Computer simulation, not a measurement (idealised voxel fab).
The following process module bears the name voxel gate over fins.
We display cut, a cross-section 210 nm in width whose square cells are each 5 nm.
A cross-section is a grid of square cells, given in bands from the top down. A band is one or more rows of cells.
Band: top and bottom heights (nm) first, top before bottom; then materials from left to right, widths in nm. "everywhere" marks a sole material filling the band edge to edge. "empty" denotes empty space.
Heights are reckoned from 0. Under this level, the received wafer is all of one material. The bottommost band is open-ended downward, for example "0 and below".
You'd read "30->40" like this: the band's top row of cells is as wide as the first number, its bottom row is as wide as the second, and going down, every row changes width by the same amount as the row before did.
Key: "no alterations made" - step with no changed cell in the cross-section.
"Trapped void list" - sealed voids, min. 8 cells, no opening to top; format: width x height at distance (distance from left edge; nm throughout).
It should be noted that, on the line of a given step, the content following the step's settings is a remark produced by the simulator itself with respect to that step.
Each step line may optionally specify "overlay nm", which for a step with a mask gives the rightward distance between the mask's planned place and where it lay, a negative value indicating the leftward direction.
Process steps foreseen in the plan
1. RECEIVE with material Si
2. CONFORMAL_DEP with material SiN, thk nm 10
3. MASKED_ETCH with tone cover, mask id FINS, width nm 15, pitch nm 40, etch materials SiN, depth nm 10, overlay nm 0
4. MASKED_ETCH with tone cover, mask id FINS, width nm 15, pitch nm 40, etch materials Si, depth nm 35, overlay nm 0
5. OXIDIZE with depth nm 5
6. FILL_DEP with material SiO2, thk nm 15
7. CMP with height nm 10
8. SELECTIVE_ETCH with etch materials SiO2, depth nm 20
9. STRIP with etch materials SiN
10. CONFORMAL_DEP with material HfO2, thk nm 5
11. CONFORMAL_DEP with material TiN, thk nm 5
12. FILL_DEP with material W, thk nm 15
13. CMP with height nm 20
14. CONFORMAL_DEP with material SiN, thk nm 5
Here's what the wafer looked like in cross-section when it arrived - that's after step 1
0 and below = Si everywhere
Trapped void list: none
Same starting wafer, same plan as above, one mistake in the execution; this is the cross-section at the end of the module
25 down to 20 = SiN everywhere
20 down to 10 = W everywhere
10 down to 5 = 80 TiN  5 W  35 TiN  5 W  85 TiN
5 down to 0 = 75 HfO2  15 TiN  25 HfO2  15 TiN  80 HfO2
0 down to -5 = 70 Si  25 HfO2  15 Si  25 HfO2  75 Si
-5 and below = Si everywhere
Trapped void list: none
Diagnosis: heads up, step 3 didn't go per plan, it actually ran as MASKED_ETCH with tone open, mask id FINS, width nm 15, pitch nm 40, etch materials SiN, depth nm 10, overlay nm 0
